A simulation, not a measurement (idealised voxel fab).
process module | voxel wiring stack
Shown is cross-section cut, with a width of 150 nm and square cells of size 5 nm.
Cross-section spec: square-cell grid; bands listed top down; each band is one or more rows. First you get the band's top height and its bottom height, in nm, and then the materials it's made of, left to right, with each width in nm. If you see a single material with "everywhere", that one covers the band edge to edge. "empty" is empty space. We count height from 0. Below that, the starting wafer is all one material. The lowest band never ends at the bottom but goes on down; see "z 0 and below" for how that is written. Per-row width for "30..40": begins at first number (top row of band), ends at second number (bottom row), increment between rows held constant. Reading "nothing different" for a step: not a cell of the cross-section changed in it. "Closed void list" specifies each empty space that is not open to the top and that occupies no fewer than 8 cells, using the form width x height at distance, the distance measured from the left edge and all three quantities in nm. Whatever follows a step's settings on its line is a remark the simulator itself makes about that step. You can add "overlay nm" to a step's line. For a step with a mask, it describes how far the mask lay to the right of its planned position, and a negative number describes a lay to the left.

STEPS IN THE PROCESS PLAN
1,RECEIVE [material Si]
2,CONFORMAL_DEP [material SiO2] [thk nm 15]
3,CONFORMAL_DEP [material SiCN] [thk nm 5]
4,DIRECTIONAL_DEP [material SiO2] [thk nm 15]
5,DIRECTIONAL_DEP [material aC] [thk nm 10]
6,PATTERN [tone open] [mask id METAL_1] [material resist] [width nm 25] [pitch nm 40] [thk nm 25] [overlay nm 0]
7,DIRECTIONAL_ETCH [etch materials aC] [depth nm 10]
8,STRIP [etch materials resist]
9,DIRECTIONAL_ETCH [etch materials SiO2] [depth nm 15]
10,DIRECTIONAL_ETCH [etch materials SiCN] [depth nm 5]
11,STRIP [etch materials aC]
12,CONFORMAL_DEP [material TiN] [thk nm 5]
13,FILL_DEP [material Cu] [thk nm 5]
14,CMP [height nm 35]
15,CONFORMAL_DEP [material SiCN] [thk nm 5]
16,DIRECTIONAL_DEP [material lowk] [thk nm 30]
17,DIRECTIONAL_DEP [material aC] [thk nm 15]
18,PATTERN [tone open] [mask id METAL_2] [material resist] [width nm 25] [pitch nm 40] [thk nm 30] [overlay nm 0]
19,DIRECTIONAL_ETCH [etch materials aC] [depth nm 15]
20,STRIP [etch materials resist]
21,DIRECTIONAL_ETCH [etch materials lowk] [depth nm 15]
22,STRIP [etch materials aC]
23,MASKED_ETCH [tone open] [mask id METAL_2_HOLES] [width nm 15] [pitch nm 80] [etch materials lowk] [depth nm 15] [overlay nm 0]
24,MASKED_ETCH [tone open] [mask id METAL_2_HOLES] [width nm 15] [pitch nm 80] [etch materials SiCN] [depth nm 5] [overlay nm 0]
25,CONFORMAL_DEP [material TiN] [thk nm 5]
26,FILL_DEP [material Ru] [thk nm 10]
27,CMP [height nm 70]
28,CONFORMAL_DEP [material SiN] [thk nm 5]

SO THIS IS THE INCOMING WAFER IN CROSS-SECTION - IT'S ALREADY BEEN THROUGH STEP 1
- z 0 and below = Si everywhere
- Closed void list: none

END-OF-MODULE XS, FIRST OF TWO WAFERS, RUN AS PLANNED
- z 75 to 70 = SiN everywhere
- z 70 to 60 = lowk (20) | TiN (5) | Ru (15) | TiN (5) | lowk (15) | TiN (5) | Ru (15) | TiN (5) | lowk (15) | TiN (5) | Ru (15) | TiN (5) | lowk (25)
- z 60 to 55 = lowk (20) | TiN (5) | Ru (5) | TiN (15) | lowk (15) | TiN (25) | lowk (15) | TiN (5) | Ru (5) | TiN (15) | lowk (25)
- z 55 to 40 = lowk (20) | TiN (5) | Ru (5) | TiN (5) | lowk (65) | TiN (5) | Ru (5) | TiN (5) | lowk (35)
- z 40 to 35 = SiCN (20) | TiN (15) | SiCN (65) | TiN (15) | SiCN (35)
- z 35 to 20 = SiO2 (20) | TiN (5) | Cu (15) | TiN (5) | SiO2 (15) | TiN (5) | Cu (15) | TiN (5) | SiO2 (15) | TiN (5) | Cu (15) | TiN (5) | SiO2 (25)
- z 20 to 15 = SiCN (20) | TiN (25) | SiCN (15) | TiN (25) | SiCN (15) | TiN (25) | SiCN (25)
- z 15 to 0 = SiO2 everywhere
- z 0 and below = Si everywhere
- Closed void list: none

SECOND WAFER OF THE TWO, SECTIONED AT THE END OF THE MODULE. IT BEGAN LIKE THE FIRST AND FOLLOWED THE SAME PLAN, BUT ONE MISTAKE WAS MADE WHILE RUNNING IT
- z 75 to 70 = SiN everywhere
- z 70 to 45 = lowk (20) | TiN (5) | Ru (15) | TiN (5) | lowk (15) | TiN (5) | Ru (15) | TiN (5) | lowk (15) | TiN (5) | Ru (15) | TiN (5) | lowk (25)
- z 45 to 40 = lowk (20) | TiN (5) | Ru (5) | TiN (15) | lowk (15) | TiN (25) | lowk (15) | TiN (5) | Ru (5) | TiN (15) | lowk (25)
- z 40 to 35 = SiCN (20) | TiN (15) | SiCN (65) | TiN (15) | SiCN (35)
- z 35 to 20 = SiO2 (20) | TiN (5) | Cu (15) | TiN (5) | SiO2 (15) | TiN (5) | Cu (15) | TiN (5) | SiO2 (15) | TiN (5) | Cu (15) | TiN (5) | SiO2 (25)
- z 20 to 15 = SiCN (20) | TiN (25) | SiCN (15) | TiN (25) | SiCN (15) | TiN (25) | SiCN (25)
- z 15 to 0 = SiO2 everywhere
- z 0 and below = Si everywhere
- Closed void list: none
Diagnosis: step 21 from the plan got run twice
Count the cells at the end and the second wafer has more or fewer of some materials than the first: Ru +21, TiN +6, lowk -27
